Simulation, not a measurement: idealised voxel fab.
process module | voxel wiring stack
cross-section cut | 160 nm wide | cells 5 nm
A cross-section is a grid of square cells, given in bands from the top down. A band is one or more rows of cells.
Each band's line starts with the height of the band's top and of its bottom, in nm. Then come its materials from left to right, each with its width in nm. One material with "throughout" fills the band from edge to edge. "air" is empty space.
Height 0 is the level under which the wafer as received is all one material. The lowest band goes on downwards, as in "0 down".
A width such as "30 to 40" changes by the same amount from each row of cells to the next, from the band's top row to its bottom row.
"no change" after a step means that no cell of the cross-section changed.
closed voids: empty space of 8 cells or more with no open way to the top, each as width x height at its distance from the left edge, in nm
after a step's settings: what the simulator itself notes on the step
overlay nm, on a step with a mask: how far to the right of its planned place the mask lay; to the left if negative
plan
1 op RECEIVE | material Si
2 op CONFORMAL_DEP | material SiO2 | thk nm 15
3 op CONFORMAL_DEP | material SiCN | thk nm 5
4 op DIRECTIONAL_DEP | material lowk | thk nm 20
5 op DIRECTIONAL_DEP | material aC | thk nm 15
6 op PATTERN | tone open | mask id METAL_1 | material resist | width nm 25 | pitch nm 45 | thk nm 30 | overlay nm 0
7 op DIRECTIONAL_ETCH | etch materials aC | depth nm 15
8 op STRIP | etch materials resist
9 op DIRECTIONAL_ETCH | etch materials lowk | depth nm 20
10 op DIRECTIONAL_ETCH | etch materials SiCN | depth nm 5
11 op STRIP | etch materials aC
12 op CONFORMAL_DEP | material TiN | thk nm 5
13 op FILL_DEP | material Cu | thk nm 5
14 op CMP | height nm 40
15 op CONFORMAL_DEP | material SiCN | thk nm 5
16 op DIRECTIONAL_DEP | material lowk | thk nm 15
17 op MASKED_ETCH | tone open | mask id PLUG_1 | width nm 15 | pitch nm 45 | etch materials lowk | depth nm 15 | overlay nm 0
18 op MASKED_ETCH | tone open | mask id PLUG_1 | width nm 15 | pitch nm 45 | etch materials SiCN | depth nm 5 | overlay nm 0
19 op EPI | material Ru | thk nm 10
20 op EPI | material Ru | thk nm 10
21 op CONFORMAL_DEP | material SiCN | thk nm 5
22 op DIRECTIONAL_DEP | material SiO2 | thk nm 20
23 op PATTERN | tone open | mask id METAL_2 | material resist | width nm 25 | pitch nm 45 | thk nm 15 | overlay nm 0
24 op DIRECTIONAL_ETCH | etch materials SiO2 | depth nm 20
25 op DIRECTIONAL_ETCH | etch materials SiCN | depth nm 5
26 op STRIP | etch materials resist
27 op CONFORMAL_DEP | material TiN | thk nm 5
28 op FILL_DEP | material W | thk nm 10
29 op CMP | height nm 85
30 op CONFORMAL_DEP | material SiCN | thk nm 5
31 op DIRECTIONAL_DEP | material SiO2 | thk nm 35
32 op PATTERN | tone open | mask id METAL_3_HOLES | material resist | width nm 15 | pitch nm 45 | thk nm 20 | overlay nm 0
33 op DIRECTIONAL_ETCH | etch materials SiO2 | depth nm 35
34 op STRIP | etch materials resist
35 op DIRECTIONAL_DEP | material aC | thk nm 10
36 op PATTERN | tone open | mask id METAL_3 | material resist | width nm 25 | pitch nm 45 | thk nm 30 | overlay nm 0
37 op DIRECTIONAL_ETCH | etch materials aC | depth nm 10
38 op STRIP | etch materials resist
39 op DIRECTIONAL_ETCH | etch materials SiO2 | depth nm 20
40 op DIRECTIONAL_ETCH | etch materials SiCN | depth nm 5
41 op STRIP | etch materials aC
42 op CONFORMAL_DEP | material TiN | thk nm 5
43 op FILL_DEP | material Cu | thk nm 10
44 op CMP | height nm 125
45 op CONFORMAL_DEP | material SiCN | thk nm 5
46 op DIRECTIONAL_DEP | material SiO2 | thk nm 10
47 op PATTERN | tone open | mask id PLUG_3 | material resist | width nm 15 | pitch nm 45 | thk nm 15 | overlay nm 0
48 op DIRECTIONAL_ETCH | etch materials SiO2 | depth nm 10
49 op DIRECTIONAL_ETCH | etch materials SiCN | depth nm 5
50 op STRIP | etch materials resist
51 op EPI | material Ru | thk nm 10
52 op EPI | material Ru | thk nm 5
53 op DIRECTIONAL_DEP | material TiN | thk nm 5
54 op DIRECTIONAL_DEP | material Ru | thk nm 20
55 op PATTERN | tone cover | mask id METAL_4 | material resist | width nm 25 | pitch nm 45 | thk nm 15 | overlay nm 0
56 op DIRECTIONAL_ETCH | etch materials Ru | depth nm 20
57 op DIRECTIONAL_ETCH | etch materials TiN | depth nm 5
58 op STRIP | etch materials resist
59 op CONFORMAL_DEP | material SiN | thk nm 5
60 op FILL_DEP | material lowk | thk nm 10
61 op CMP | height nm 165
62 op CONFORMAL_DEP | material SiCN | thk nm 5
first wafer, as planned
as received, after step 1
  0 down: Si throughout
  closed voids: none
after step 2
  15 to 0: SiO2 throughout
  below 0: unchanged
after step 3
  20 to 15: SiCN throughout
  below 15: unchanged
after step 4
  40 to 20: lowk throughout
  below 20: unchanged
after step 5
  55 to 40: aC throughout
  below 40: unchanged
after step 6
  85 to 55: resist 45 | air 25 | resist 20 | air 25 | resist 45
  below 55: unchanged
after step 7
  70 to 55: resist 45 | air 25 | resist 20 | air 25 | resist 45
  55 to 40: aC 45 | air 25 | aC 20 | air 25 | aC 45
  below 40: unchanged
after step 8
  55 to 40: aC 45 | air 25 | aC 20 | air 25 | aC 45
  below 40: unchanged
after step 9
  55 to 40: aC 45 | air 25 | aC 20 | air 25 | aC 45
  40 to 20: lowk 45 | air 25 | lowk 20 | air 25 | lowk 45
  below 20: unchanged
after step 10
  55 to 40: aC 45 | air 25 | aC 20 | air 25 | aC 45
  40 to 20: lowk 45 | air 25 | lowk 20 | air 25 | lowk 45
  20 to 15: SiCN 45 | air 25 | SiCN 20 | air 25 | SiCN 45
  below 15: unchanged
after step 11
  40 to 20: lowk 45 | air 25 | lowk 20 | air 25 | lowk 45
  below 20: unchanged
after step 12
  45 to 40: TiN 50 | air 15 | TiN 30 | air 15 | TiN 50
  40 to 20: lowk 45 | TiN 5 | air 15 | TiN 5 | lowk 20 | TiN 5 | air 15 | TiN 5 | lowk 45
  20 to 15: SiCN 45 | TiN 25 | SiCN 20 | TiN 25 | SiCN 45
  below 15: unchanged
after step 13
  50 to 45: Cu throughout
  45 to 40: TiN 50 | Cu 15 | TiN 30 | Cu 15 | TiN 50
  40 to 20: lowk 45 | TiN 5 | Cu 15 | TiN 5 | lowk 20 | TiN 5 | Cu 15 | TiN 5 | lowk 45
  below 20: unchanged
after step 14
  40 to 20: lowk 45 | TiN 5 | Cu 15 | TiN 5 | lowk 20 | TiN 5 | Cu 15 | TiN 5 | lowk 45
  below 20: unchanged
after step 15
  45 to 40: SiCN throughout
  below 40: unchanged
after step 16
  60 to 45: lowk throughout
  below 45: unchanged
after step 17
  60 to 45: lowk 45 | air 15 | lowk 30 | air 15 | lowk 55
  below 45: unchanged
after step 18
  60 to 45: lowk 45 | air 15 | lowk 30 | air 15 | lowk 55
  45 to 40: SiCN 45 | air 15 | SiCN 30 | air 15 | SiCN 55
  below 40: unchanged
after step 19
  60 to 50: lowk 45 | air 15 | lowk 30 | air 15 | lowk 55
  50 to 45: lowk 45 | Ru 15 | lowk 30 | Ru 15 | lowk 55
  45 to 40: SiCN 45 | Ru 15 | SiCN 30 | Ru 15 | SiCN 55
  below 40: unchanged
after step 20
  60 to 45: lowk 45 | Ru 15 | lowk 30 | Ru 15 | lowk 55
  below 45: unchanged
after step 21
  65 to 60: SiCN throughout
  below 60: unchanged
after step 22
  85 to 65: SiO2 throughout
  below 65: unchanged
after step 23
  100 to 85: resist 45 | air 25 | resist 20 | air 25 | resist 45
  below 85: unchanged
after step 24
  100 to 85: resist 45 | air 25 | resist 20 | air 25 | resist 45
  85 to 65: SiO2 45 | air 25 | SiO2 20 | air 25 | SiO2 45
  below 65: unchanged
after step 25
  100 to 85: resist 45 | air 25 | resist 20 | air 25 | resist 45
  85 to 65: SiO2 45 | air 25 | SiO2 20 | air 25 | SiO2 45
  65 to 60: SiCN 45 | air 25 | SiCN 20 | air 25 | SiCN 45
  below 60: unchanged
after step 26
  85 to 65: SiO2 45 | air 25 | SiO2 20 | air 25 | SiO2 45
  below 65: unchanged
after step 27
  90 to 85: TiN 50 | air 15 | TiN 30 | air 15 | TiN 50
  85 to 65: SiO2 45 | TiN 5 | air 15 | TiN 5 | SiO2 20 | TiN 5 | air 15 | TiN 5 | SiO2 45
  65 to 60: SiCN 45 | TiN 25 | SiCN 20 | TiN 25 | SiCN 45
  below 60: unchanged
after step 28
  100 to 90: W throughout
  90 to 85: TiN 50 | W 15 | TiN 30 | W 15 | TiN 50
  85 to 65: SiO2 45 | TiN 5 | W 15 | TiN 5 | SiO2 20 | TiN 5 | W 15 | TiN 5 | SiO2 45
  below 65: unchanged
after step 29
  85 to 65: SiO2 45 | TiN 5 | W 15 | TiN 5 | SiO2 20 | TiN 5 | W 15 | TiN 5 | SiO2 45
  below 65: unchanged
after step 30
  90 to 85: SiCN throughout
  below 85: unchanged
after step 31
  125 to 90: SiO2 throughout
  below 90: unchanged
after step 32
  145 to 125: resist 45 | air 15 | resist 30 | air 15 | resist 55
  below 125: unchanged
after step 33
  145 to 125: resist 45 | air 15 | resist 30 | air 15 | resist 55
  125 to 90: SiO2 45 | air 15 | SiO2 30 | air 15 | SiO2 55
  below 90: unchanged
after step 34
  125 to 90: SiO2 45 | air 15 | SiO2 30 | air 15 | SiO2 55
  below 90: unchanged
after step 35
  135 to 125: aC 45 | air 15 | aC 30 | air 15 | aC 55
  125 to 100: SiO2 45 | air 15 | SiO2 30 | air 15 | SiO2 55
  100 to 90: SiO2 45 | aC 15 | SiO2 30 | aC 15 | SiO2 55
  below 90: unchanged
after step 36
  165 to 135: resist 45 | air 25 | resist 20 | air 25 | resist 45
  below 135: unchanged
after step 37
  155 to 135: resist 45 | air 25 | resist 20 | air 25 | resist 45
  135 to 125: aC 45 | air 25 | aC 20 | air 25 | aC 45
  125 to 90: SiO2 45 | air 15 | SiO2 30 | air 15 | SiO2 55
  below 90: unchanged
after step 38
  135 to 125: aC 45 | air 25 | aC 20 | air 25 | aC 45
  below 125: unchanged
after step 39
  135 to 125: aC 45 | air 25 | aC 20 | air 25 | aC 45
  125 to 105: SiO2 45 | air 25 | SiO2 20 | air 25 | SiO2 45
  below 105: unchanged
after step 40
  135 to 125: aC 45 | air 25 | aC 20 | air 25 | aC 45
  125 to 105: SiO2 45 | air 25 | SiO2 20 | air 25 | SiO2 45
  105 to 90: SiO2 45 | air 15 | SiO2 30 | air 15 | SiO2 55
  90 to 85: SiCN 45 | air 15 | SiCN 30 | air 15 | SiCN 55
  below 85: unchanged
after step 41
  125 to 105: SiO2 45 | air 25 | SiO2 20 | air 25 | SiO2 45
  below 105: unchanged
after step 42
  130 to 125: TiN 50 | air 15 | TiN 30 | air 15 | TiN 50
  125 to 110: SiO2 45 | TiN 5 | air 15 | TiN 5 | SiO2 20 | TiN 5 | air 15 | TiN 5 | SiO2 45
  110 to 105: SiO2 45 | TiN 5 | air 5 | TiN 15 | SiO2 20 | TiN 5 | air 5 | TiN 15 | SiO2 45
  105 to 90: SiO2 45 | TiN 5 | air 5 | TiN 5 | SiO2 30 | TiN 5 | air 5 | TiN 5 | SiO2 55
  90 to 85: SiCN 45 | TiN 15 | SiCN 30 | TiN 15 | SiCN 55
  below 85: unchanged
after step 43
  140 to 130: Cu throughout
  130 to 125: TiN 50 | Cu 15 | TiN 30 | Cu 15 | TiN 50
  125 to 110: SiO2 45 | TiN 5 | Cu 15 | TiN 5 | SiO2 20 | TiN 5 | Cu 15 | TiN 5 | SiO2 45
  110 to 105: SiO2 45 | TiN 5 | Cu 5 | TiN 15 | SiO2 20 | TiN 5 | Cu 5 | TiN 15 | SiO2 45
  105 to 90: SiO2 45 | TiN 5 | Cu 5 | TiN 5 | SiO2 30 | TiN 5 | Cu 5 | TiN 5 | SiO2 55
  below 90: unchanged
after step 44
  125 to 110: SiO2 45 | TiN 5 | Cu 15 | TiN 5 | SiO2 20 | TiN 5 | Cu 15 | TiN 5 | SiO2 45
  below 110: unchanged
after step 45
  130 to 125: SiCN throughout
  below 125: unchanged
after step 46
  140 to 130: SiO2 throughout
  below 130: unchanged
after step 47
  155 to 140: resist 45 | air 15 | resist 30 | air 15 | resist 55
  below 140: unchanged
after step 48
  155 to 140: resist 45 | air 15 | resist 30 | air 15 | resist 55
  140 to 130: SiO2 45 | air 15 | SiO2 30 | air 15 | SiO2 55
  below 130: unchanged
after step 49
  155 to 140: resist 45 | air 15 | resist 30 | air 15 | resist 55
  140 to 130: SiO2 45 | air 15 | SiO2 30 | air 15 | SiO2 55
  130 to 125: SiCN 45 | air 15 | SiCN 30 | air 15 | SiCN 55
  below 125: unchanged
after step 50
  140 to 130: SiO2 45 | air 15 | SiO2 30 | air 15 | SiO2 55
  below 130: unchanged
after step 51
  140 to 135: SiO2 45 | air 15 | SiO2 30 | air 15 | SiO2 55
  135 to 130: SiO2 45 | Ru 15 | SiO2 30 | Ru 15 | SiO2 55
  130 to 125: SiCN 45 | Ru 15 | SiCN 30 | Ru 15 | SiCN 55
  below 125: unchanged
after step 52
  140 to 130: SiO2 45 | Ru 15 | SiO2 30 | Ru 15 | SiO2 55
  below 130: unchanged
after step 53
  145 to 140: TiN throughout
  below 140: unchanged
after step 54
  165 to 145: Ru throughout
  below 145: unchanged
after step 55
  180 to 165: air 45 | resist 25 | air 20 | resist 25 | air 45
  below 165: unchanged
after step 56
  180 to 165: air 45 | resist 25 | air 20 | resist 25 | air 45
  165 to 145: air 45 | Ru 25 | air 20 | Ru 25 | air 45
  below 145: unchanged
after step 57
  180 to 165: air 45 | resist 25 | air 20 | resist 25 | air 45
  165 to 145: air 45 | Ru 25 | air 20 | Ru 25 | air 45
  145 to 140: air 45 | TiN 25 | air 20 | TiN 25 | air 45
  below 140: unchanged
after step 58
  165 to 145: air 45 | Ru 25 | air 20 | Ru 25 | air 45
  below 145: unchanged
after step 59
  170 to 165: air 40 | SiN 35 | air 10 | SiN 35 | air 40
  165 to 145: air 40 | SiN 5 | Ru 25 | SiN 5 | air 10 | SiN 5 | Ru 25 | SiN 5 | air 40
  145 to 140: SiN 45 | TiN 25 | SiN 20 | TiN 25 | SiN 45
  below 140: unchanged
after step 60
  180 to 170: lowk throughout
  170 to 165: lowk 40 | SiN 35 | lowk 10 | SiN 35 | lowk 40
  165 to 145: lowk 40 | SiN 5 | Ru 25 | SiN 5 | lowk 10 | SiN 5 | Ru 25 | SiN 5 | lowk 40
  below 145: unchanged
after step 61
  165 to 145: lowk 40 | SiN 5 | Ru 25 | SiN 5 | lowk 10 | SiN 5 | Ru 25 | SiN 5 | lowk 40
  below 145: unchanged
after step 62
  170 to 165: SiCN throughout
  below 165: unchanged
second wafer: like start, like plan, one mistake. Through step 2 it matches the first wafer
when step 3 should have ended: no change
when step 4 should have ended
  35 to 15: lowk throughout
  below 15: unchanged
when step 5 should have ended
  50 to 35: aC throughout
  below 35: unchanged
when step 6 should have ended
  80 to 50: resist 45 | air 25 | resist 20 | air 25 | resist 45
  below 50: unchanged
when step 7 should have ended
  65 to 50: resist 45 | air 25 | resist 20 | air 25 | resist 45
  50 to 35: aC 45 | air 25 | aC 20 | air 25 | aC 45
  below 35: unchanged
when step 8 should have ended
  50 to 35: aC 45 | air 25 | aC 20 | air 25 | aC 45
  below 35: unchanged
when step 9 should have ended
  50 to 35: aC 45 | air 25 | aC 20 | air 25 | aC 45
  35 to 15: lowk 45 | air 25 | lowk 20 | air 25 | lowk 45
  below 15: unchanged
when step 10 should have ended: no change
when step 11 should have ended
  35 to 15: lowk 45 | air 25 | lowk 20 | air 25 | lowk 45
  below 15: unchanged
when step 12 should have ended
  40 to 35: TiN 50 | air 15 | TiN 30 | air 15 | TiN 50
  35 to 20: lowk 45 | TiN 5 | air 15 | TiN 5 | lowk 20 | TiN 5 | air 15 | TiN 5 | lowk 45
  20 to 15: lowk 45 | TiN 25 | lowk 20 | TiN 25 | lowk 45
  below 15: unchanged
when step 13 should have ended
  45 to 40: Cu throughout
  40 to 35: TiN 50 | Cu 15 | TiN 30 | Cu 15 | TiN 50
  35 to 20: lowk 45 | TiN 5 | Cu 15 | TiN 5 | lowk 20 | TiN 5 | Cu 15 | TiN 5 | lowk 45
  below 20: unchanged
when step 14 should have ended
  40 to 35: TiN 50 | Cu 15 | TiN 30 | Cu 15 | TiN 50
  below 35: unchanged
when step 15 should have ended
  45 to 40: SiCN throughout
  below 40: unchanged
when step 16 should have ended
  60 to 45: lowk throughout
  below 45: unchanged
when step 17 should have ended
  60 to 45: lowk 45 | air 15 | lowk 30 | air 15 | lowk 55
  below 45: unchanged
when step 18 should have ended
  60 to 45: lowk 45 | air 15 | lowk 30 | air 15 | lowk 55
  45 to 40: SiCN 45 | air 15 | SiCN 30 | air 15 | SiCN 55
  below 40: unchanged
when step 19 should have ended
  60 to 50: lowk 45 | air 15 | lowk 30 | air 15 | lowk 55
  50 to 45: lowk 45 | Ru 15 | lowk 30 | Ru 15 | lowk 55
  45 to 40: SiCN 45 | Ru 15 | SiCN 30 | Ru 15 | SiCN 55
  below 40: unchanged
when step 20 should have ended
  60 to 45: lowk 45 | Ru 15 | lowk 30 | Ru 15 | lowk 55
  below 45: unchanged
when step 21 should have ended
  65 to 60: SiCN throughout
  below 60: unchanged
when step 22 should have ended
  85 to 65: SiO2 throughout
  below 65: unchanged
when step 23 should have ended
  100 to 85: resist 45 | air 25 | resist 20 | air 25 | resist 45
  below 85: unchanged
when step 24 should have ended
  100 to 85: resist 45 | air 25 | resist 20 | air 25 | resist 45
  85 to 65: SiO2 45 | air 25 | SiO2 20 | air 25 | SiO2 45
  below 65: unchanged
when step 25 should have ended
  100 to 85: resist 45 | air 25 | resist 20 | air 25 | resist 45
  85 to 65: SiO2 45 | air 25 | SiO2 20 | air 25 | SiO2 45
  65 to 60: SiCN 45 | air 25 | SiCN 20 | air 25 | SiCN 45
  below 60: unchanged
when step 26 should have ended
  85 to 65: SiO2 45 | air 25 | SiO2 20 | air 25 | SiO2 45
  below 65: unchanged
when step 27 should have ended
  90 to 85: TiN 50 | air 15 | TiN 30 | air 15 | TiN 50
  85 to 65: SiO2 45 | TiN 5 | air 15 | TiN 5 | SiO2 20 | TiN 5 | air 15 | TiN 5 | SiO2 45
  65 to 60: SiCN 45 | TiN 25 | SiCN 20 | TiN 25 | SiCN 45
  below 60: unchanged
when step 28 should have ended
  100 to 90: W throughout
  90 to 85: TiN 50 | W 15 | TiN 30 | W 15 | TiN 50
  85 to 65: SiO2 45 | TiN 5 | W 15 | TiN 5 | SiO2 20 | TiN 5 | W 15 | TiN 5 | SiO2 45
  below 65: unchanged
when step 29 should have ended
  85 to 65: SiO2 45 | TiN 5 | W 15 | TiN 5 | SiO2 20 | TiN 5 | W 15 | TiN 5 | SiO2 45
  below 65: unchanged
when step 30 should have ended
  90 to 85: SiCN throughout
  below 85: unchanged
when step 31 should have ended
  125 to 90: SiO2 throughout
  below 90: unchanged
when step 32 should have ended
  145 to 125: resist 45 | air 15 | resist 30 | air 15 | resist 55
  below 125: unchanged
when step 33 should have ended
  145 to 125: resist 45 | air 15 | resist 30 | air 15 | resist 55
  125 to 90: SiO2 45 | air 15 | SiO2 30 | air 15 | SiO2 55
  below 90: unchanged
when step 34 should have ended
  125 to 90: SiO2 45 | air 15 | SiO2 30 | air 15 | SiO2 55
  below 90: unchanged
when step 35 should have ended
  135 to 125: aC 45 | air 15 | aC 30 | air 15 | aC 55
  125 to 100: SiO2 45 | air 15 | SiO2 30 | air 15 | SiO2 55
  100 to 90: SiO2 45 | aC 15 | SiO2 30 | aC 15 | SiO2 55
  below 90: unchanged
when step 36 should have ended
  165 to 135: resist 45 | air 25 | resist 20 | air 25 | resist 45
  below 135: unchanged
when step 37 should have ended
  155 to 135: resist 45 | air 25 | resist 20 | air 25 | resist 45
  135 to 125: aC 45 | air 25 | aC 20 | air 25 | aC 45
  125 to 90: SiO2 45 | air 15 | SiO2 30 | air 15 | SiO2 55
  below 90: unchanged
when step 38 should have ended
  135 to 125: aC 45 | air 25 | aC 20 | air 25 | aC 45
  below 125: unchanged
when step 39 should have ended
  135 to 125: aC 45 | air 25 | aC 20 | air 25 | aC 45
  125 to 105: SiO2 45 | air 25 | SiO2 20 | air 25 | SiO2 45
  below 105: unchanged
when step 40 should have ended
  135 to 125: aC 45 | air 25 | aC 20 | air 25 | aC 45
  125 to 105: SiO2 45 | air 25 | SiO2 20 | air 25 | SiO2 45
  105 to 90: SiO2 45 | air 15 | SiO2 30 | air 15 | SiO2 55
  90 to 85: SiCN 45 | air 15 | SiCN 30 | air 15 | SiCN 55
  below 85: unchanged
when step 41 should have ended
  125 to 105: SiO2 45 | air 25 | SiO2 20 | air 25 | SiO2 45
  below 105: unchanged
when step 42 should have ended
  130 to 125: TiN 50 | air 15 | TiN 30 | air 15 | TiN 50
  125 to 110: SiO2 45 | TiN 5 | air 15 | TiN 5 | SiO2 20 | TiN 5 | air 15 | TiN 5 | SiO2 45
  110 to 105: SiO2 45 | TiN 5 | air 5 | TiN 15 | SiO2 20 | TiN 5 | air 5 | TiN 15 | SiO2 45
  105 to 90: SiO2 45 | TiN 5 | air 5 | TiN 5 | SiO2 30 | TiN 5 | air 5 | TiN 5 | SiO2 55
  90 to 85: SiCN 45 | TiN 15 | SiCN 30 | TiN 15 | SiCN 55
  below 85: unchanged
when step 43 should have ended
  140 to 130: Cu throughout
  130 to 125: TiN 50 | Cu 15 | TiN 30 | Cu 15 | TiN 50
  125 to 110: SiO2 45 | TiN 5 | Cu 15 | TiN 5 | SiO2 20 | TiN 5 | Cu 15 | TiN 5 | SiO2 45
  110 to 105: SiO2 45 | TiN 5 | Cu 5 | TiN 15 | SiO2 20 | TiN 5 | Cu 5 | TiN 15 | SiO2 45
  105 to 90: SiO2 45 | TiN 5 | Cu 5 | TiN 5 | SiO2 30 | TiN 5 | Cu 5 | TiN 5 | SiO2 55
  below 90: unchanged
when step 44 should have ended
  125 to 110: SiO2 45 | TiN 5 | Cu 15 | TiN 5 | SiO2 20 | TiN 5 | Cu 15 | TiN 5 | SiO2 45
  below 110: unchanged
when step 45 should have ended
  130 to 125: SiCN throughout
  below 125: unchanged
when step 46 should have ended
  140 to 130: SiO2 throughout
  below 130: unchanged
when step 47 should have ended
  155 to 140: resist 45 | air 15 | resist 30 | air 15 | resist 55
  below 140: unchanged
when step 48 should have ended
  155 to 140: resist 45 | air 15 | resist 30 | air 15 | resist 55
  140 to 130: SiO2 45 | air 15 | SiO2 30 | air 15 | SiO2 55
  below 130: unchanged
when step 49 should have ended
  155 to 140: resist 45 | air 15 | resist 30 | air 15 | resist 55
  140 to 130: SiO2 45 | air 15 | SiO2 30 | air 15 | SiO2 55
  130 to 125: SiCN 45 | air 15 | SiCN 30 | air 15 | SiCN 55
  below 125: unchanged
when step 50 should have ended
  140 to 130: SiO2 45 | air 15 | SiO2 30 | air 15 | SiO2 55
  below 130: unchanged
when step 51 should have ended
  140 to 135: SiO2 45 | air 15 | SiO2 30 | air 15 | SiO2 55
  135 to 130: SiO2 45 | Ru 15 | SiO2 30 | Ru 15 | SiO2 55
  130 to 125: SiCN 45 | Ru 15 | SiCN 30 | Ru 15 | SiCN 55
  below 125: unchanged
when step 52 should have ended
  140 to 130: SiO2 45 | Ru 15 | SiO2 30 | Ru 15 | SiO2 55
  below 130: unchanged
when step 53 should have ended
  145 to 140: TiN throughout
  below 140: unchanged
when step 54 should have ended
  165 to 145: Ru throughout
  below 145: unchanged
when step 55 should have ended
  180 to 165: air 45 | resist 25 | air 20 | resist 25 | air 45
  below 165: unchanged
when step 56 should have ended
  180 to 165: air 45 | resist 25 | air 20 | resist 25 | air 45
  165 to 145: air 45 | Ru 25 | air 20 | Ru 25 | air 45
  below 145: unchanged
when step 57 should have ended
  180 to 165: air 45 | resist 25 | air 20 | resist 25 | air 45
  165 to 145: air 45 | Ru 25 | air 20 | Ru 25 | air 45
  145 to 140: air 45 | TiN 25 | air 20 | TiN 25 | air 45
  below 140: unchanged
when step 58 should have ended
  165 to 145: air 45 | Ru 25 | air 20 | Ru 25 | air 45
  below 145: unchanged
when step 59 should have ended
  170 to 165: air 40 | SiN 35 | air 10 | SiN 35 | air 40
  165 to 145: air 40 | SiN 5 | Ru 25 | SiN 5 | air 10 | SiN 5 | Ru 25 | SiN 5 | air 40
  145 to 140: SiN 45 | TiN 25 | SiN 20 | TiN 25 | SiN 45
  below 140: unchanged
when step 60 should have ended
  180 to 170: lowk throughout
  170 to 165: lowk 40 | SiN 35 | lowk 10 | SiN 35 | lowk 40
  165 to 145: lowk 40 | SiN 5 | Ru 25 | SiN 5 | lowk 10 | SiN 5 | Ru 25 | SiN 5 | lowk 40
  below 145: unchanged
when step 61 should have ended
  165 to 145: lowk 40 | SiN 5 | Ru 25 | SiN 5 | lowk 10 | SiN 5 | Ru 25 | SiN 5 | lowk 40
  below 145: unchanged
when step 62 should have ended
  170 to 165: SiCN throughout
  below 165: unchanged
what went wrong: step 3 was left out
at the end the second wafer has, in cells: 22 fewer of SiCN | 22 more of TiN
